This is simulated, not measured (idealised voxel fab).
Process module, titled voxel ribs on slabs
Cross-sectional view cut (width: 290 nm; square cell size: 5 nm).
We lay out every cross-section as a grid of square cells and spell it out in bands from the top down, where one band means one or more rows of cells.
Read a band's entry like this: the first values are the height of its top and the height of its bottom in nm, and what follows is the sequence of materials from left to right, each with its width in nm. Note that "empty" is empty space, and that a single material marked "all across" reaches across the band from edge to edge.
Note: height 0 marks the level under which the wafer is uniformly one material as received. Lowest band unbounded below, written "from 0 down".
It should be noted that a width expressed as "30..40" varies in equal increments from row to row of cells within the band, taking the value of the first number at the top row and that of the second number at the bottom row.
Reading "nothing got changed" for a step: not a cell of the cross-section changed in it.
"Closed void register" lists enclosed empty spaces (at least 8 cells, no open path upward to the top), each as width x height at distance from the left edge, in nm.
On each step's line, the part that comes after the settings is the simulator's own comment on the step.
overlay nm: right-of-plan distance of the mask on a masked step; negative values mean left-of-plan.

-- These are the steps we planned for the process
1: RECEIVE (material Si)
2: DIRECTIONAL_DEP (material SiO2; thk nm 20)
3: DIRECTIONAL_DEP (material polySi; thk nm 15)
4: DIRECTIONAL_DEP (material aC; thk nm 15)
5: PATTERN (tone cover; mask id RIB; material resist; width nm 15; thk nm 30; overlay nm 0)
6: DIRECTIONAL_ETCH (etch materials aC; depth nm 15)
7: STRIP (etch materials resist)
8: DIRECTIONAL_ETCH (etch materials polySi; depth nm 10)
9: STRIP (etch materials aC)
10: MASKED_ETCH (tone cover; mask id SLAB; width nm 45; etch materials polySi; depth nm 5; overlay nm 0)
11: FILL_DEP (material SiO2; thk nm 25)
12: CMP (height nm 55)
13: DIRECTIONAL_DEP (material W; thk nm 10)
14: DIRECTIONAL_DEP (material aC; thk nm 15)
15: PATTERN (tone cover; mask id HEATER; material resist; width nm 25; thk nm 30; overlay nm 0)
16: DIRECTIONAL_ETCH (etch materials aC; depth nm 15)
17: STRIP (etch materials resist)
18: DIRECTIONAL_ETCH (etch materials W; depth nm 10)
19: STRIP (etch materials aC)
20: CONFORMAL_DEP (material SiN; thk nm 5)

-- Wafer as received: cross-section following step 1
	from 0 down = Si all across
	Closed void register: none

-- Look at the cross-section after the module: the wafer started out the way shown above and the plan was the one shown above, yet one mistake was made along the way
	from 70 to 65 = empty=125  SiN=35  empty=130
	from 65 to 60 = empty=125  SiN=5  W=25  SiN=5  empty=130
	from 60 to 55 = SiN=130  W=25  SiN=135
	from 55 to 50 = SiO2 all across
	from 50 to 40 = SiO2=135  polySi=15  SiO2=140
	from 40 to 35 = SiO2=120  polySi=45  SiO2=125
	from 35 to 20 = polySi all across
	from 20 to 0 = SiO2 all across
	from 0 down = Si all across
	Closed void register: none
What broke from the plan during processing? it should be noted that step 3 of the plan was executed twice
